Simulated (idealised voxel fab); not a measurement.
This is a process module. Its name is voxel tone inversion.
180 nm wide, 5 nm square cells: that's cross-section cut.
Heads up, the way a cross-section reads in here is a grid of square cells, handed over as bands from the top down, with every band being one or more rows of cells.
Top, bottom (nm), then materials left to right with widths (nm); lone material tagged "everywhere" fills the whole band edge to edge; "empty" = empty space.
We count height from 0. Below that, the starting wafer is all one material. The lowest band never ends at the bottom but goes on down; see "0 and below" for how that is written.
A two-number width, for instance "30..40", indicates that the width is equal to the first number in the top row of the band and to the second number in the bottom row, and that it changes by a constant amount per row of cells.
"identical to before" -> step changed no cross-section cell.
"Enclosed empty spaces" specifies each empty space that is not open to the top and that occupies no fewer than 8 cells, using the form width x height at distance, the distance measured from the left edge and all three quantities in nm.
That trailing text on a step's line, after the settings, is the simulator's own remark on the step.
overlay nm: on a step with a mask, how far right of its planned place the mask lay; negative means left.
For the reader: what remains of this document is a series of pairs, each showing a cross-section before one process step and a cross-section after that step which reaches down only to the lowest band that changed, with the step between them and its settings set out under the pair. It should not be assumed that a pair continues from the pair above it; the pairs can come from different runs of this module on the same starting wafer, and such continuity exists only where the entry headed "Before this step" says so.

[Before this step]
- 0 and below: Si everywhere
- Enclosed empty spaces: none

[Post-Process Section]
- 10 down to 0: SiCN everywhere
- Under 0: no change, same as before.
- Enclosed empty spaces: none
What sits between those two cross-sections? CONFORMAL_DEP, material SiCN, thk nm 10

Before this step: this step begins from the cross-section that the pair just above shows after its step.

[Post-Process Section]
- 35 down to 10: polySi everywhere
- Under 10: no change, same as before.
- Enclosed empty spaces: none
What sits between those two cross-sections? DIRECTIONAL_DEP, material polySi, thk nm 25

Before this step: this step begins from the cross-section that the pair just above shows after its step.

[Post-Process Section]
- 65 down to 35: empty 65 nm | resist 15 nm | empty 20 nm | resist 15 nm | empty 65 nm
- Under 35: no change, same as before.
- Enclosed empty spaces: none
What sits between those two cross-sections? PATTERN, tone cover, mask id POSTS, material resist, width nm 15, pitch nm 35, thk nm 30, overlay nm 0

Before this step: this step begins from the cross-section that the pair just above shows after its step.

[Post-Process Section]
- 65 down to 35: empty 65 nm | resist 15 nm | empty 20 nm | resist 15 nm | empty 65 nm
- 35 down to 10: empty 65 nm | polySi 15 nm | empty 20 nm | polySi 15 nm | empty 65 nm
- Under 10: no change, same as before.
- Enclosed empty spaces: none
What sits between those two cross-sections? DIRECTIONAL_ETCH, etch materials polySi, depth nm 25

Before this step: this step begins from the cross-section that the pair just above shows after its step.

[Post-Process Section]
- 35 down to 10: empty 65 nm | polySi 15 nm | empty 20 nm | polySi 15 nm | empty 65 nm
- Under 10: no change, same as before.
- Enclosed empty spaces: none
What sits between those two cross-sections? STRIP, etch materials resist

Before this step: this step begins from the cross-section that the pair just above shows after its step.

[Post-Process Section]
- 40 down to 35: SiO2 everywhere
- 35 down to 10: SiO2 65 nm | polySi 15 nm | SiO2 20 nm | polySi 15 nm | SiO2 65 nm
- Under 10: no change, same as before.
- Enclosed empty spaces: none
What sits between those two cross-sections? FILL_DEP, material SiO2, thk nm 5

Before this step: this step begins from the cross-section that the pair just above shows after its step.

[Post-Process Section]
- 35 down to 10: SiO2 65 nm | polySi 15 nm | SiO2 20 nm | polySi 15 nm | SiO2 65 nm
- Under 10: no change, same as before.
- Enclosed empty spaces: none
What sits between those two cross-sections? CMP, height nm 35

Before this step: this step begins from the cross-section that the pair just above shows after its step.

[Post-Process Section]
- 35 down to 10: SiO2 65 nm | empty 15 nm | SiO2 20 nm | empty 15 nm | SiO2 65 nm
- Under 10: no change, same as before.
- Enclosed empty spaces: none
What sits between those two cross-sections? STRIP, etch materials polySi

Before this step: this step begins from the cross-section that the pair just above shows after its step.

[Post-Process Section]
- 40 down to 35: TiN 70 nm | empty 5 nm | TiN 30 nm | empty 5 nm | TiN 70 nm
- 35 down to 15: SiO2 65 nm | TiN 5 nm | empty 5 nm | TiN 5 nm | SiO2 20 nm | TiN 5 nm | empty 5 nm | TiN 5 nm | SiO2 65 nm
- 15 down to 10: SiO2 65 nm | TiN 15 nm | SiO2 20 nm | TiN 15 nm | SiO2 65 nm
- Under 10: no change, same as before.
- Enclosed empty spaces: none
What sits between those two cross-sections? CONFORMAL_DEP, material TiN, thk nm 5

Before this step: this step begins from the cross-section that the pair just above shows after its step.

[Post-Process Section]
- 50 down to 40: W everywhere
- 40 down to 35: TiN 70 nm | W 5 nm | TiN 30 nm | W 5 nm | TiN 70 nm
- 35 down to 15: SiO2 65 nm | TiN 5 nm | W 5 nm | TiN 5 nm | SiO2 20 nm | TiN 5 nm | W 5 nm | TiN 5 nm | SiO2 65 nm
- Under 15: no change, same as before.
- Enclosed empty spaces: none
What sits between those two cross-sections? FILL_DEP, material W, thk nm 10

Before this step: this step begins from the cross-section that the pair just above shows after its step.

[Post-Process Section]
- 35 down to 15: SiO2 65 nm | TiN 5 nm | W 5 nm | TiN 5 nm | SiO2 20 nm | TiN 5 nm | W 5 nm | TiN 5 nm | SiO2 65 nm
- Under 15: no change, same as before.
- Enclosed empty spaces: none
What sits between those two cross-sections? CMP, height nm 35

Before this step: this step begins from the cross-section that the pair just above shows after its step.

[Post-Process Section]
- 40 down to 35: SiCN everywhere
- Under 35: no change, same as before.
- Enclosed empty spaces: none
What sits between those two cross-sections? CONFORMAL_DEP, material SiCN, thk nm 5

[Before this step]
- 50 down to 40: W everywhere
- 40 down to 35: TiN 70 nm | W 5 nm | TiN 30 nm | W 5 nm | TiN 70 nm
- 35 down to 15: SiO2 65 nm | TiN 5 nm | W 5 nm | TiN 5 nm | SiO2 20 nm | TiN 5 nm | W 5 nm | TiN 5 nm | SiO2 65 nm
- 15 down to 10: SiO2 65 nm | TiN 15 nm | SiO2 20 nm | TiN 15 nm | SiO2 65 nm
- 10 down to 0: SiCN everywhere
- 0 and below: Si everywhere
- Enclosed empty spaces: none

[Post-Process Section]
- 55 down to 50: SiCN everywhere
- Under 50: no change, same as before.
- Enclosed empty spaces: none
What sits between those two cross-sections? CONFORMAL_DEP, material SiCN, thk nm 5

[Before this step]
- 0 and below: Si everywhere
- Enclosed empty spaces: none

[Post-Process Section]
- 25 down to 0: polySi everywhere
- Under 0: no change, same as before.
- Enclosed empty spaces: none
What sits between those two cross-sections? DIRECTIONAL_DEP, material polySi, thk nm 25

Before this step: this step begins from the cross-section that the pair just above shows after its step.

[Post-Process Section]
- 35 down to 25: SiCN everywhere
- Under 25: no change, same as before.
- Enclosed empty spaces: none
What sits between those two cross-sections? CONFORMAL_DEP, material SiCN, thk nm 10

Before this step: this step begins from the cross-section that the pair just above shows after its step.

[Post-Process Section]
- 65 down to 35: empty 65 nm | resist 15 nm | empty 20 nm | resist 15 nm | empty 65 nm
- Under 35: no change, same as before.
- Enclosed empty spaces: none
What sits between those two cross-sections? PATTERN, tone cover, mask id POSTS, material resist, width nm 15, pitch nm 35, thk nm 30, overlay nm 0

Before this step: this step begins from the cross-section that the pair just above shows after its step.

[Post-Process Section]
- 35 down to 25: SiCN everywhere
- Under 25: no change, same as before.
- Enclosed empty spaces: none
What sits between those two cross-sections? STRIP, etch materials resist

Before this step: this step begins from the cross-section that the pair just above shows after its step.

[Post-Process Section]
- 40 down to 35: SiO2 everywhere
- Under 35: no change, same as before.
- Enclosed empty spaces: none
What sits between those two cross-sections? FILL_DEP, material SiO2, thk nm 5

Before this step: this step begins from the cross-section that the pair just above shows after its step.

[Post-Process Section]
- 35 down to 25: SiCN everywhere
- Under 25: no change, same as before.
- Enclosed empty spaces: none
What sits between those two cross-sections? CMP, height nm 35

Before this step: this step begins from the cross-section that the pair just above shows after its step.

[Post-Process Section]
- 40 down to 35: TiN everywhere
- Under 35: no change, same as before.
- Enclosed empty spaces: none
What sits between those two cross-sections? CONFORMAL_DEP, material TiN, thk nm 5

Before this step: this step begins from the cross-section that the pair just above shows after its step.

[Post-Process Section]
- 50 down to 40: W everywhere
- Under 40: no change, same as before.
- Enclosed empty spaces: none
What sits between those two cross-sections? FILL_DEP, material W, thk nm 10

Before this step: this step begins from the cross-section that the pair just above shows after its step.

[Post-Process Section]
- 35 down to 25: SiCN everywhere
- Under 25: no change, same as before.
- Enclosed empty spaces: none
What sits between those two cross-sections? CMP, height nm 35

Before this step: this step begins from the cross-section that the pair just above shows after its step.

[Post-Process Section]
- 40 down to 25: SiCN everywhere
- Under 25: no change, same as before.
- Enclosed empty spaces: none
What sits between those two cross-sections? CONFORMAL_DEP, material SiCN, thk nm 5

[Before this step]
- 40 down to 35: SiO2 everywhere
- 35 down to 10: SiO2 65 nm | polySi 15 nm | SiO2 20 nm | polySi 15 nm | SiO2 65 nm
- 10 down to 0: SiCN everywhere
- 0 and below: Si everywhere
- Enclosed empty spaces: none

[Post-Process Section]
- 30 down to 10: SiO2 65 nm | polySi 15 nm | SiO2 20 nm | polySi 15 nm | SiO2 65 nm
- Under 10: no change, same as before.
- Enclosed empty spaces: none
What sits between those two cross-sections? CMP, height nm 30

Before this step: this step begins from the cross-section that the pair just above shows after its step.

[Post-Process Section]
- 30 down to 10: SiO2 65 nm | empty 15 nm | SiO2 20 nm | empty 15 nm | SiO2 65 nm
- Under 10: no change, same as before.
- Enclosed empty spaces: none
What sits between those two cross-sections? STRIP, etch materials polySi

Before this step: this step begins from the cross-section that the pair just above shows after its step.

[Post-Process Section]
- 35 down to 30: TiN 70 nm | empty 5 nm | TiN 30 nm | empty 5 nm | TiN 70 nm
- 30 down to 15: SiO2 65 nm | TiN 5 nm | empty 5 nm | TiN 5 nm | SiO2 20 nm | TiN 5 nm | empty 5 nm | TiN 5 nm | SiO2 65 nm
- 15 down to 10: SiO2 65 nm | TiN 15 nm | SiO2 20 nm | TiN 15 nm | SiO2 65 nm
- Under 10: no change, same as before.
- Enclosed empty spaces: none
What sits between those two cross-sections? CONFORMAL_DEP, material TiN, thk nm 5

Before this step: this step begins from the cross-section that the pair just above shows after its step.

[Post-Process Section]
- 45 down to 35: W everywhere
- 35 down to 30: TiN 70 nm | W 5 nm | TiN 30 nm | W 5 nm | TiN 70 nm
- 30 down to 15: SiO2 65 nm | TiN 5 nm | W 5 nm | TiN 5 nm | SiO2 20 nm | TiN 5 nm | W 5 nm | TiN 5 nm | SiO2 65 nm
- Under 15: no change, same as before.
- Enclosed empty spaces: none
What sits between those two cross-sections? FILL_DEP, material W, thk nm 10

Before this step: this step begins from the cross-section that the pair just above shows after its step.

[Post-Process Section]
- 35 down to 30: TiN 70 nm | W 5 nm | TiN 30 nm | W 5 nm | TiN 70 nm
- Under 30: no change, same as before.
- Enclosed empty spaces: none
What sits between those two cross-sections? CMP, height nm 35

Before this step: this step begins from the cross-section that the pair just above shows after its step.

[Post-Process Section]
- 40 down to 35: SiCN everywhere
- Under 35: no change, same as before.
- Enclosed empty spaces: none
What sits between those two cross-sections? CONFORMAL_DEP, material SiCN, thk nm 5

[Before this step]
- 35 down to 10: polySi everywhere
- 10 down to 0: SiCN everywhere
- 0 and below: Si everywhere
- Enclosed empty spaces: none

[Post-Process Section]
- 65 down to 35: empty 65 nm | resist 20 nm | empty 15 nm | resist 20 nm | empty 60 nm
- Under 35: no change, same as before.
- Enclosed empty spaces: none
What sits between those two cross-sections? PATTERN, tone cover, mask id POSTS, material resist, width nm 20, pitch nm 35, thk nm 30, overlay nm 0

Before this step: this step begins from the cross-section that the pair just above shows after its step.

[Post-Process Section]
- 65 down to 35: empty 65 nm | resist 20 nm | empty 15 nm | resist 20 nm | empty 60 nm
- 35 down to 10: empty 65 nm | polySi 20 nm | empty 15 nm | polySi 20 nm | empty 60 nm
- Under 10: no change, same as before.
- Enclosed empty spaces: none
What sits between those two cross-sections? DIRECTIONAL_ETCH, etch materials polySi, depth nm 25

Before this step: this step begins from the cross-section that the pair just above shows after its step.

[Post-Process Section]
- 35 down to 10: empty 65 nm | polySi 20 nm | empty 15 nm | polySi 20 nm | empty 60 nm
- Under 10: no change, same as before.
- Enclosed empty spaces: none
What sits between those two cross-sections? STRIP, etch materials resist

Before this step: this step begins from the cross-section that the pair just above shows after its step.

[Post-Process Section]
- 40 down to 35: SiO2 everywhere
- 35 down to 10: SiO2 65 nm | polySi 20 nm | SiO2 15 nm | polySi 20 nm | SiO2 60 nm
- Under 10: no change, same as before.
- Enclosed empty spaces: none
What sits between those two cross-sections? FILL_DEP, material SiO2, thk nm 5

Before this step: this step begins from the cross-section that the pair just above shows after its step.

[Post-Process Section]
- 35 down to 10: SiO2 65 nm | polySi 20 nm | SiO2 15 nm | polySi 20 nm | SiO2 60 nm
- Under 10: no change, same as before.
- Enclosed empty spaces: none
What sits between those two cross-sections? CMP, height nm 35

Before this step: this step begins from the cross-section that the pair just above shows after its step.

[Post-Process Section]
- 35 down to 10: SiO2 65 nm | empty 20 nm | SiO2 15 nm | empty 20 nm | SiO2 60 nm
- Under 10: no change, same as before.
- Enclosed empty spaces: none
What sits between those two cross-sections? STRIP, etch materials polySi

Before this step: this step begins from the cross-section that the pair just above shows after its step.

[Post-Process Section]
- 40 down to 35: TiN 70 nm | empty 10 nm | TiN 25 nm | empty 10 nm | TiN 65 nm
- 35 down to 15: SiO2 65 nm | TiN 5 nm | empty 10 nm | TiN 5 nm | SiO2 15 nm | TiN 5 nm | empty 10 nm | TiN 5 nm | SiO2 60 nm
- 15 down to 10: SiO2 65 nm | TiN 20 nm | SiO2 15 nm | TiN 20 nm | SiO2 60 nm
- Under 10: no change, same as before.
- Enclosed empty spaces: none
What sits between those two cross-sections? CONFORMAL_DEP, material TiN, thk nm 5

Before this step: this step begins from the cross-section that the pair just above shows after its step.

[Post-Process Section]
- 50 down to 40: W everywhere
- 40 down to 35: TiN 70 nm | W 10 nm | TiN 25 nm | W 10 nm | TiN 65 nm
- 35 down to 15: SiO2 65 nm | TiN 5 nm | W 10 nm | TiN 5 nm | SiO2 15 nm | TiN 5 nm | W 10 nm | TiN 5 nm | SiO2 60 nm
- Under 15: no change, same as before.
- Enclosed empty spaces: none
What sits between those two cross-sections? FILL_DEP, material W, thk nm 10

Before this step: this step begins from the cross-section that the pair just above shows after its step.

[Post-Process Section]
- 35 down to 15: SiO2 65 nm | TiN 5 nm | W 10 nm | TiN 5 nm | SiO2 15 nm | TiN 5 nm | W 10 nm | TiN 5 nm | SiO2 60 nm
- Under 15: no change, same as before.
- Enclosed empty spaces: none
What sits between those two cross-sections? CMP, height nm 35

Before this step: this step begins from the cross-section that the pair just above shows after its step.

[Post-Process Section]
- 40 down to 35: SiCN everywhere
- Under 35: no change, same as before.
- Enclosed empty spaces: none
What sits between those two cross-sections? CONFORMAL_DEP, material SiCN, thk nm 5

[Before this step]
- 35 down to 10: polySi everywhere
- 10 down to 0: SiCN everywhere
- 0 and below: Si everywhere
- Enclosed empty spaces: none

[Post-Process Section]
- 65 down to 35: empty 70 nm | resist 15 nm | empty 20 nm | resist 15 nm | empty 60 nm
- Under 35: no change, same as before.
- Enclosed empty spaces: none
What sits between those two cross-sections? PATTERN, tone cover, mask id POSTS, material resist, width nm 15, pitch nm 35, thk nm 30, overlay nm 5

Before this step: this step begins from the cross-section that the pair just above shows after its step.

[Post-Process Section]
- 65 down to 35: empty 70 nm | resist 15 nm | empty 20 nm | resist 15 nm | empty 60 nm
- 35 down to 10: empty 70 nm | polySi 15 nm | empty 20 nm | polySi 15 nm | empty 60 nm
- Under 10: no change, same as before.
- Enclosed empty spaces: none
What sits between those two cross-sections? DIRECTIONAL_ETCH, etch materials polySi, depth nm 25

Before this step: this step begins from the cross-section that the pair just above shows after its step.

[Post-Process Section]
- 35 down to 10: empty 70 nm | polySi 15 nm | empty 20 nm | polySi 15 nm | empty 60 nm
- Under 10: no change, same as before.
- Enclosed empty spaces: none
What sits between those two cross-sections? STRIP, etch materials resist

Before this step: this step begins from the cross-section that the pair just above shows after its step.

[Post-Process Section]
- 40 down to 35: SiO2 everywhere
- 35 down to 10: SiO2 70 nm | polySi 15 nm | SiO2 20 nm | polySi 15 nm | SiO2 60 nm
- Under 10: no change, same as before.
- Enclosed empty spaces: none
What sits between those two cross-sections? FILL_DEP, material SiO2, thk nm 5

Before this step: this step begins from the cross-section that the pair just above shows after its step.

[Post-Process Section]
- 35 down to 10: SiO2 70 nm | polySi 15 nm | SiO2 20 nm | polySi 15 nm | SiO2 60 nm
- Under 10: no change, same as before.
- Enclosed empty spaces: none
What sits between those two cross-sections? CMP, height nm 35

Before this step: this step begins from the cross-section that the pair just above shows after its step.

[Post-Process Section]
- 35 down to 10: SiO2 70 nm | empty 15 nm | SiO2 20 nm | empty 15 nm | SiO2 60 nm
- Under 10: no change, same as before.
- Enclosed empty spaces: none
What sits between those two cross-sections? STRIP, etch materials polySi

Before this step: this step begins from the cross-section that the pair just above shows after its step.

[Post-Process Section]
- 40 down to 35: TiN 75 nm | empty 5 nm | TiN 30 nm | empty 5 nm | TiN 65 nm
- 35 down to 15: SiO2 70 nm | TiN 5 nm | empty 5 nm | TiN 5 nm | SiO2 20 nm | TiN 5 nm | empty 5 nm | TiN 5 nm | SiO2 60 nm
- 15 down to 10: SiO2 70 nm | TiN 15 nm | SiO2 20 nm | TiN 15 nm | SiO2 60 nm
- Under 10: no change, same as before.
- Enclosed empty spaces: none
What sits between those two cross-sections? CONFORMAL_DEP, material TiN, thk nm 5

Before this step: this step begins from the cross-section that the pair just above shows after its step.

[Post-Process Section]
- 50 down to 40: W everywhere
- 40 down to 35: TiN 75 nm | W 5 nm | TiN 30 nm | W 5 nm | TiN 65 nm
- 35 down to 15: SiO2 70 nm | TiN 5 nm | W 5 nm | TiN 5 nm | SiO2 20 nm | TiN 5 nm | W 5 nm | TiN 5 nm | SiO2 60 nm
- Under 15: no change, same as before.
- Enclosed empty spaces: none
What sits between those two cross-sections? FILL_DEP, material W, thk nm 10

Before this step: this step begins from the cross-section that the pair just above shows after its step.

[Post-Process Section]
- 35 down to 15: SiO2 70 nm | TiN 5 nm | W 5 nm | TiN 5 nm | SiO2 20 nm | TiN 5 nm | W 5 nm | TiN 5 nm | SiO2 60 nm
- Under 15: no change, same as before.
- Enclosed empty spaces: none
What sits between those two cross-sections? CMP, height nm 35

Before this step: this step begins from the cross-section that the pair just above shows after its step.

[Post-Process Section]
- 40 down to 35: SiCN everywhere
- Under 35: no change, same as before.
- Enclosed empty spaces: none
What sits between those two cross-sections? CONFORMAL_DEP, material SiCN, thk nm 5

[Before this step]
- 35 down to 10: empty 65 nm | polySi 15 nm | empty 20 nm | polySi 15 nm | empty 65 nm
- 10 down to 0: SiCN everywhere
- 0 and below: Si everywhere
- Enclosed empty spaces: none

[Post-Process Section]
- 40 down to 35: W everywhere
- 35 down to 10: W 65 nm | polySi 15 nm | W 20 nm | polySi 15 nm | W 65 nm
- Under 10: no change, same as before.
- Enclosed empty spaces: none
What sits between those two cross-sections? FILL_DEP, material W, thk nm 5

Before this step: this step begins from the cross-section that the pair just above shows after its step.

[Post-Process Section]
- 35 down to 10: W 65 nm | polySi 15 nm | W 20 nm | polySi 15 nm | W 65 nm
- Under 10: no change, same as before.
- Enclosed empty spaces: none
What sits between those two cross-sections? CMP, height nm 35

Before this step: this step begins from the cross-section that the pair just above shows after its step.

[Post-Process Section]
- 35 down to 10: W 65 nm | empty 15 nm | W 20 nm | empty 15 nm | W 65 nm
- Under 10: no change, same as before.
- Enclosed empty spaces: none
What sits between those two cross-sections? STRIP, etch materials polySi

Before this step: this step begins from the cross-section that the pair just above shows after its step.

[Post-Process Section]
- 40 down to 35: TiN 70 nm | empty 5 nm | TiN 30 nm | empty 5 nm | TiN 70 nm
- 35 down to 15: W 65 nm | TiN 5 nm | empty 5 nm | TiN 5 nm | W 20 nm | TiN 5 nm | empty 5 nm | TiN 5 nm | W 65 nm
- 15 down to 10: W 65 nm | TiN 15 nm | W 20 nm | TiN 15 nm | W 65 nm
- Under 10: no change, same as before.
- Enclosed empty spaces: none
What sits between those two cross-sections? CONFORMAL_DEP, material TiN, thk nm 5

Before this step: this step begins from the cross-section that the pair just above shows after its step.

[Post-Process Section]
- 50 down to 40: W everywhere
- 40 down to 35: TiN 70 nm | W 5 nm | TiN 30 nm | W 5 nm | TiN 70 nm
- 35 down to 15: W 65 nm | TiN 5 nm | W 5 nm | TiN 5 nm | W 20 nm | TiN 5 nm | W 5 nm | TiN 5 nm | W 65 nm
- Under 15: no change, same as before.
- Enclosed empty spaces: none
What sits between those two cross-sections? FILL_DEP, material W, thk nm 10

Before this step: this step begins from the cross-section that the pair just above shows after its step.

[Post-Process Section]
- 35 down to 15: W 65 nm | TiN 5 nm | W 5 nm | TiN 5 nm | W 20 nm | TiN 5 nm | W 5 nm | TiN 5 nm | W 65 nm
- Under 15: no change, same as before.
- Enclosed empty spaces: none
What sits between those two cross-sections? CMP, height nm 35

Before this step: this step begins from the cross-section that the pair just above shows after its step.

[Post-Process Section]
- 40 down to 35: SiCN everywhere
- Under 35: no change, same as before.
- Enclosed empty spaces: none
What sits between those two cross-sections? CONFORMAL_DEP, material SiCN, thk nm 5

[Before this step]
- 35 down to 10: polySi everywhere
- 10 down to 0: SiCN everywhere
- 0 and below: Si everywhere
- Enclosed empty spaces: none

[Post-Process Section]
- 65 down to 35: resist 65 nm | empty 15 nm | resist 20 nm | empty 15 nm | resist 65 nm
- Under 35: no change, same as before.
- Enclosed empty spaces: none
What sits between those two cross-sections? PATTERN, tone open, mask id POSTS, material resist, width nm 15, pitch nm 35, thk nm 30, overlay nm 0

Before this step: this step begins from the cross-section that the pair just above shows after its step.

[Post-Process Section]
- 65 down to 35: resist 65 nm | empty 15 nm | resist 20 nm | empty 15 nm | resist 65 nm
- 35 down to 10: polySi 65 nm | empty 15 nm | polySi 20 nm | empty 15 nm | polySi 65 nm
- Under 10: no change, same as before.
- Enclosed empty spaces: none
What sits between those two cross-sections? DIRECTIONAL_ETCH, etch materials polySi, depth nm 25

Before this step: this step begins from the cross-section that the pair just above shows after its step.

[Post-Process Section]
- 35 down to 10: polySi 65 nm | empty 15 nm | polySi 20 nm | empty 15 nm | polySi 65 nm
- Under 10: no change, same as before.
- Enclosed empty spaces: none
What sits between those two cross-sections? STRIP, etch materials resist

Before this step: this step begins from the cross-section that the pair just above shows after its step.

[Post-Process Section]
- 40 down to 35: SiO2 everywhere
- 35 down to 10: polySi 65 nm | SiO2 15 nm | polySi 20 nm | SiO2 15 nm | polySi 65 nm
- Under 10: no change, same as before.
- Enclosed empty spaces: none
What sits between those two cross-sections? FILL_DEP, material SiO2, thk nm 5

Before this step: this step begins from the cross-section that the pair just above shows after its step.

[Post-Process Section]
- 35 down to 10: polySi 65 nm | SiO2 15 nm | polySi 20 nm | SiO2 15 nm | polySi 65 nm
- Under 10: no change, same as before.
- Enclosed empty spaces: none
What sits between those two cross-sections? CMP, height nm 35

Before this step: this step begins from the cross-section that the pair just above shows after its step.

[Post-Process Section]
- 35 down to 10: empty 65 nm | SiO2 15 nm | empty 20 nm | SiO2 15 nm | empty 65 nm
- Under 10: no change, same as before.
- Enclosed empty spaces: none
What sits between those two cross-sections? STRIP, etch materials polySi

Before this step: this step begins from the cross-section that the pair just above shows after its step.

[Post-Process Section]
- 40 down to 35: empty 60 nm | TiN 25 nm | empty 10 nm | TiN 25 nm | empty 60 nm
- 35 down to 15: empty 60 nm | TiN 5 nm | SiO2 15 nm | TiN 5 nm | empty 10 nm | TiN 5 nm | SiO2 15 nm | TiN 5 nm | empty 60 nm
- 15 down to 10: TiN 65 nm | SiO2 15 nm | TiN 20 nm | SiO2 15 nm | TiN 65 nm
- Under 10: no change, same as before.
- Enclosed empty spaces: none
What sits between those two cross-sections? CONFORMAL_DEP, material TiN, thk nm 5

Before this step: this step begins from the cross-section that the pair just above shows after its step.

[Post-Process Section]
- 50 down to 40: W everywhere
- 40 down to 35: W 60 nm | TiN 25 nm | W 10 nm | TiN 25 nm | W 60 nm
- 35 down to 15: W 60 nm | TiN 5 nm | SiO2 15 nm | TiN 5 nm | W 10 nm | TiN 5 nm | SiO2 15 nm | TiN 5 nm | W 60 nm
- Under 15: no change, same as before.
- Enclosed empty spaces: none
What sits between those two cross-sections? FILL_DEP, material W, thk nm 10

Before this step: this step begins from the cross-section that the pair just above shows after its step.

[Post-Process Section]
- 35 down to 15: W 60 nm | TiN 5 nm | SiO2 15 nm | TiN 5 nm | W 10 nm | TiN 5 nm | SiO2 15 nm | TiN 5 nm | W 60 nm
- Under 15: no change, same as before.
- Enclosed empty spaces: none
What sits between those two cross-sections? CMP, height nm 35

Before this step: this step begins from the cross-section that the pair just above shows after its step.

[Post-Process Section]
- 40 down to 35: SiCN everywhere
- Under 35: no change, same as before.
- Enclosed empty spaces: none
What sits between those two cross-sections? CONFORMAL_DEP, material SiCN, thk nm 5
